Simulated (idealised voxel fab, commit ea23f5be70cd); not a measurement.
A process module follows: voxel wiring stack.
The width of the displayed cross-section, cut, is 170 nm; its cells are square, with a size of 5 nm.
Cross-sections here: square-cell grids, written as top-down lists of bands, a band being one or more rows of cells. A band entry consists of two parts. The first gives the height of the band's top and the height of its bottom, in nm. The rest lists the band's materials from left to right, each with its width in nm. A single material labelled with the word "everywhere" fills the band from edge to edge, and the word "air" marks empty space. Height 0 is the level under which the wafer as received is all one material. The lowest band goes on downwards, as in "from 0 down". You'd read "30->40" like this: the band's top row of cells is as wide as the first number, its bottom row is as wide as the second, and going down, every row changes width by the same amount as the row before did. Step note "identical to before" = no cross-section cell changed. If an empty space has no open way to the top and is at least 8 cells in size, "Voids lacking openings" lists it, written width x height at distance, where distance is measured from the left edge and every value is in nm. Heads up: the bit after the settings on a step's line is the simulator's remark on that step. overlay nm: right-of-plan distance of the mask on a masked step; negative values mean left-of-plan.

## Process steps - plan
1. RECEIVE,material Si
2. CONFORMAL_DEP,material SiO2,thk nm 15
3. DIRECTIONAL_DEP,material TiN,thk nm 5
4. DIRECTIONAL_DEP,material W,thk nm 25
5. MASKED_ETCH,tone cover,mask id METAL_1,width nm 30,pitch nm 45,etch materials W,depth nm 25,overlay nm 0
6. MASKED_ETCH,tone cover,mask id METAL_1,width nm 30,pitch nm 45,etch materials TiN,depth nm 5,overlay nm 0
7. CONFORMAL_DEP,material SiCN,thk nm 5
8. FILL_DEP,material SiO2,thk nm 5
9. CMP,height nm 45
10. CONFORMAL_DEP,material SiCN,thk nm 5
11. DIRECTIONAL_DEP,material SiO2,thk nm 30
12. DIRECTIONAL_DEP,material aC,thk nm 15
13. PATTERN,tone open,mask id METAL_2_HOLES,material resist,width nm 15,pitch nm 90,thk nm 35,overlay nm 0
14. DIRECTIONAL_ETCH,etch materials aC,depth nm 15
15. STRIP,etch materials resist
16. DIRECTIONAL_ETCH,etch materials SiO2,depth nm 30
17. STRIP,etch materials aC
18. PATTERN,tone open,mask id METAL_2,material resist,width nm 30,pitch nm 45,thk nm 15,overlay nm 0
19. DIRECTIONAL_ETCH,etch materials SiO2,depth nm 15
20. DIRECTIONAL_ETCH,etch materials SiCN,depth nm 5
21. STRIP,etch materials resist
22. CONFORMAL_DEP,material TiN,thk nm 5
23. FILL_DEP,material Ru,thk nm 10
24. CMP,height nm 80
25. CONFORMAL_DEP,material SiCN,thk nm 5

## Cross-section of the wafer as it came to us, i.e., already through step 1
    from 0 down = Si everywhere
    Voids lacking openings: none

## Post-module cross-section: identical start and plan to those above, one misstep in execution
    from 85 to 80 = SiCN everywhere
    from 80 to 70 = 25 nm SiO2, then 5 nm TiN, then 20 nm Ru, then 5 nm TiN, then 15 nm SiO2, then 5 nm TiN, then 20 nm Ru, then 5 nm TiN, then 15 nm SiO2, then 5 nm TiN, then 20 nm Ru, then 5 nm TiN, then 25 nm SiO2
    from 70 to 65 = 25 nm SiO2, then 5 nm TiN, then 5 nm Ru, then 20 nm TiN, then 15 nm SiO2, then 30 nm TiN, then 15 nm SiO2, then 5 nm TiN, then 5 nm Ru, then 20 nm TiN, then 25 nm SiO2
    from 65 to 50 = 25 nm SiO2, then 5 nm TiN, then 5 nm Ru, then 5 nm TiN, then 75 nm SiO2, then 5 nm TiN, then 5 nm Ru, then 5 nm TiN, then 40 nm SiO2
    from 50 to 45 = 25 nm SiCN, then 15 nm TiN, then 75 nm SiCN, then 15 nm TiN, then 40 nm SiCN
    from 45 to 25 = 25 nm W, then 5 nm SiCN, then 20 nm SiO2, then 5 nm SiCN, then 15 nm W, then 5 nm SiCN, then 20 nm SiO2, then 5 nm SiCN, then 15 nm W, then 5 nm SiCN, then 20 nm SiO2, then 5 nm SiCN, then 25 nm W
    from 25 to 20 = 25 nm W, then 30 nm SiCN, then 15 nm W, then 30 nm SiCN, then 15 nm W, then 30 nm SiCN, then 25 nm W
    from 20 to 15 = TiN everywhere
    from 15 to 0 = SiO2 everywhere
    from 0 down = Si everywhere
    Voids lacking openings: none
What went wrong in running the wafer? not per plan at step 5, really ran MASKED_ETCH,tone open,mask id METAL_1,width nm 30,pitch nm 45,etch materials W,depth nm 25,overlay nm 0
